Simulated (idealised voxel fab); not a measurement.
Herein follows the process module entitled voxel local oxidation.
Cross-section cut spans 275 nm and uses square cells 5 nm in size.
Think of the cross-section as a grid of square cells. We describe it in bands, top to bottom, and each band covers one or more rows of those cells.
This entry defines a band. It first specifies the height of the band's top and the height of its bottom in nm, and then specifies the band's materials from left to right, stating each material with its width in nm. The word "full width" identifies a single material that fills the band from edge to edge, while the word "empty" identifies empty space.
Heights are reckoned from 0. Under this level, the received wafer is all of one material. The bottommost band is open-ended downward, for example "0 nm and below".
The notation "30->40" denotes a width that varies across the rows of cells in the band, beginning at the first number in the top row, finishing at the second number in the bottom row, and changing by an identical amount from each row to the next.
Where a step carries "nothing got changed", the cross-section came out of it unchanged, cell for cell.
What "Enclosed void entries" gives you is every empty space of 8 cells or more that is cut off from the top. Each appears as width x height at distance, with the distance taken from the left edge and width, height and distance all in nm.
after a step's settings: what the simulator itself notes on the step
Among the settings permitted on a step's line is "overlay nm"; applied to a step with a mask, it specifies the extent to which the mask lay to the right of its planned position, whereas a negative figure signifies a position to the left.

Plan
| 1 | RECEIVE, material Si |
| 2 | CONFORMAL_DEP, material SiO2, thk nm 5 |
| 3 | CONFORMAL_DEP, material SiN, thk nm 15 |
| 4 | PATTERN, tone cover, mask id ACTIVE, material resist, width nm 95, pitch nm 130, thk nm 20, overlay nm -10 |
| 5 | DIRECTIONAL_ETCH, etch materials SiN, depth nm 15 |
| 6 | STRIP, etch materials resist |
| 7 | SELECTIVE_ETCH, etch materials SiO2, depth nm 5 |
| 8 | OXIDIZE, depth nm 15 |
| 9 | STRIP, etch materials SiN |
For clarity, it should be stated that the wafers under discussion commence in an identical condition and differ with respect to the overlay nm of step 4, the plan indicating the value that the first wafer had.

The first of several wafers in cross-section, exactly as it reached us after step 1
0 nm and below  Si full width
Enclosed void entries: none

Once step 9, the last step, is complete, the module is at its end; this is the cross-section of the first of several wafers
5 nm to 0 nm  20 of empty / 85 of SiO2 / 45 of empty / 85 of SiO2 / 40 of empty
0 nm to -15 nm  35 of SiO2 / 55 of Si / 75 of SiO2 / 55 of Si / 55 of SiO2
-15 nm and below  Si full width
Enclosed void entries: none

Cross-section of the final wafer among several, taken at the end of the module
5 nm to 0 nm  40 of empty / 85 of SiO2 / 45 of empty / 85 of SiO2 / 20 of empty
0 nm to -15 nm  55 of SiO2 / 55 of Si / 75 of SiO2 / 55 of Si / 35 of SiO2
-15 nm and below  Si full width
Enclosed void entries: none

Wafer rows, end of module: cells per material gained (+) or lost (-) since receipt; closed voids last
overlay nm -10, -99 Si, +133 SiO2, Enclosed void entries: none
overlay nm -5, -99 Si, +133 SiO2, Enclosed void entries: none
overlay nm 0, -99 Si, +133 SiO2, Enclosed void entries: none
overlay nm 5, -99 Si, +133 SiO2, Enclosed void entries: none
overlay nm 10, -99 Si, +133 SiO2, Enclosed void entries: none
